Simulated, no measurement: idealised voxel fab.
Proc. module: voxel released beams
Displayed cross-section: cut, width of 295 nm, square cells sized 5 nm.
A cross-section is written here as square cells arranged in a grid, and it is given in bands from the top down, each band taking up one or more rows of cells. The band entry comprises the height of the band's top followed by the height of its bottom, expressed in nm, and subsequently the band's materials from left to right, each stated together with its width in nm. Where a single material is marked with the word "edge to edge", that material fills the band from edge to edge. The word "air" represents empty space. For the purposes of this specification, 0 denotes the height below which the wafer in its as-received condition is composed wholly of one material, and the lowermost band, lacking a lower limit, extends downward without end, as expressed in "0 and below". Width: "30->40" (first number = top row, second number = bottom row, same change from row to row of cells). Given "no modifications" for a step, no cell of the cross-section differs between before and after that step. Fully sealed cavities: empty space of 8 cells or more with no open way to the top, each as width x height at its distance from the left edge, in nm. Step line, after settings: the simulator's comment on this step. What "overlay nm" on a step's line means: if the step has a mask, that mask lay this far to the right of its planned place, or, when the value is negative, to the left.
### List of planned process steps
- 1: RECEIVE | material Si
- 2: CONFORMAL_DEP | material SiN | thk nm 5
- 3: DIRECTIONAL_DEP | material SiO2 | thk nm 15
- 4: PATTERN | tone open | mask id ANCHOR | material resist | width nm 35 | thk nm 15 | overlay nm 0
- 5: DIRECTIONAL_ETCH | etch materials SiO2 | depth nm 15
- 6: STRIP | etch materials resist
- 7: CONFORMAL_DEP | material polySi | thk nm 15
- 8: DIRECTIONAL_DEP | material aC | thk nm 15
- 9: PATTERN | tone cover | mask id BEAM | material resist | width nm 110 | thk nm 35 | overlay nm -15
- 10: DIRECTIONAL_ETCH | etch materials aC | depth nm 15
- 11: STRIP | etch materials resist
- 12: DIRECTIONAL_ETCH | etch materials polySi | depth nm 15
- 13: STRIP | etch materials aC
- 14: STRIP | etch materials SiO2
The value of overlay nm given for step 9 in the plan refers to the first wafer; the wafers vary in this setting and are alike at the start.
### The as-received cross-section of the first of several wafers corresponds to the state after step 1
* 0 and below  Si edge to edge
* Fully sealed cavities: none
### The cross-section of the first of several wafers is given below for the end of the module, after its final step, step 14
* 35 down to 20  75 air / 35 polySi / 5 air / 70 polySi / 110 air
* 20 down to 5  95 air / 35 polySi / 165 air
* 5 down to 0  SiN edge to edge
* 0 and below  Si edge to edge
* Fully sealed cavities: none
### A cross-section through the last wafer at the close of the module
* 35 down to 20  105 air / 5 polySi / 5 air / 100 polySi / 80 air
* 20 down to 5  95 air / 35 polySi / 165 air
* 5 down to 0  SiN edge to edge
* 0 and below  Si edge to edge
* Fully sealed cavities: none
### Below, a row for every wafer. Read it as the end-of-module picture: for each material the wafer shows its cells gained (+) or lost (-) since it was received, and then its closed voids
overlay nm -15; +59 SiN; +84 polySi; Fully sealed cavities: none
overlay nm -10; +59 SiN; +84 polySi; Fully sealed cavities: none
overlay nm -5; +59 SiN; +84 polySi; Fully sealed cavities: none
overlay nm 0; +59 SiN; +84 polySi; Fully sealed cavities: none
overlay nm 5; +59 SiN; +84 polySi; Fully sealed cavities: none
overlay nm 10; +59 SiN; +84 polySi; Fully sealed cavities: none
overlay nm 15; +59 SiN; +84 polySi; Fully sealed cavities: none
